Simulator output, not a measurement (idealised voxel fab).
Process module heading - voxel self aligned vias
Square cell edge 5 nm, section width 285 nm, ID cut.
Heads up, the way a cross-section reads in here is a grid of square cells, handed over as bands from the top down, with every band being one or more rows of cells. Per band: top height and bottom height in nm, followed by the left-to-right materials and their widths in nm; "all across" marks a single material spanning edge to edge, "air" marks empty space. The level at which height equals 0 is the one under which the wafer, as it arrives, is entirely one material. No lower edge exists for the bottom band, which continues downward and is notated as in "z 0 and below". Per-row width for "30->40": begins at first number (top row of band), ends at second number (bottom row), increment between rows held constant. No cell of the cross-section changed in a step that is given as "no alteration". You'll see "Enclosed void entries" listing empty spaces that have no way open to the top, as long as they're 8 cells or more; the notation is width x height at distance, where the distance is from the left edge, and all of it is in nm. Whatever follows a step's settings on its line is a remark the simulator itself makes about that step. You can add "overlay nm" to a step's line. For a step with a mask, it describes how far the mask lay to the right of its planned position, and a negative number describes a lay to the left.
# The process steps that were planned are listed below
1: RECEIVE: material Si
2: CONFORMAL_DEP: material SiO2, thk nm 10
3: CONFORMAL_DEP: material SiCN, thk nm 5
4: DIRECTIONAL_DEP: material SiO2, thk nm 30
5: MASKED_ETCH: tone open, mask id LINES, width nm 25, pitch nm 60, etch materials SiO2, depth nm 30, overlay nm 0
6: CONFORMAL_DEP: material TiN, thk nm 5
7: FILL_DEP: material Ru, thk nm 5
8: CMP: height nm 45
9: SELECTIVE_ETCH: etch materials W Ru TiN, depth nm 10
10: FILL_DEP: material SiN, thk nm 5
11: CMP: height nm 45
12: DIRECTIONAL_DEP: material SiO2, thk nm 20
13: DIRECTIONAL_DEP: material aC, thk nm 10
14: PATTERN: tone open, mask id VIAS, material resist, width nm 45, pitch nm 60, thk nm 30, overlay nm 0
15: DIRECTIONAL_ETCH: etch materials aC, depth nm 10
16: STRIP: etch materials resist
17: DIRECTIONAL_ETCH: etch materials SiO2, depth nm 20
18: DIRECTIONAL_ETCH: etch materials SiN, depth nm 10
19: STRIP: etch materials aC
20: CONFORMAL_DEP: material TiN, thk nm 5
21: FILL_DEP: material Ru, thk nm 10
22: CMP: height nm 65
23: CONFORMAL_DEP: material SiCN, thk nm 5
# As-received state of the wafer in cross-section, equivalent to post-step 1
* z 0 and below: Si all across
* Enclosed void entries: none
# The module was run from the start shown above using the plan shown above, but one mistake was made doing it; the resulting wafer cross-section is below
* z 70 to 65: SiCN all across
* z 65 to 50: 90 SiO2, 5 TiN, 35 Ru, 5 TiN, 15 SiO2, 5 TiN, 35 Ru, 5 TiN, 90 SiO2
* z 50 to 40: 90->105 SiO2, 20->5 TiN, 5 Ru, 20->5 TiN, 15->45 SiO2, 20->5 TiN, 5 Ru, 20->5 TiN, 90->105 SiO2
* z 40 to 35: 105 SiO2, 15 TiN, 45 SiO2, 15 TiN, 105 SiO2
* z 35 to 20: 105 SiO2, 5 TiN, 5 Ru, 5 TiN, 45 SiO2, 5 TiN, 5 Ru, 5 TiN, 105 SiO2
* z 20 to 15: 105 SiO2, 15 TiN, 45 SiO2, 15 TiN, 105 SiO2
* z 15 to 10: SiCN all across
* z 10 to 0: SiO2 all across
* z 0 and below: Si all across
* Enclosed void entries: none
It is concluded that the wafer was processed incorrectly with respect to the plan, in that step 5 went in with a setting other than planned; the actual run was MASKED_ETCH: tone open, mask id LINES, width nm 15, pitch nm 60, etch materials SiO2, depth nm 30, overlay nm 0
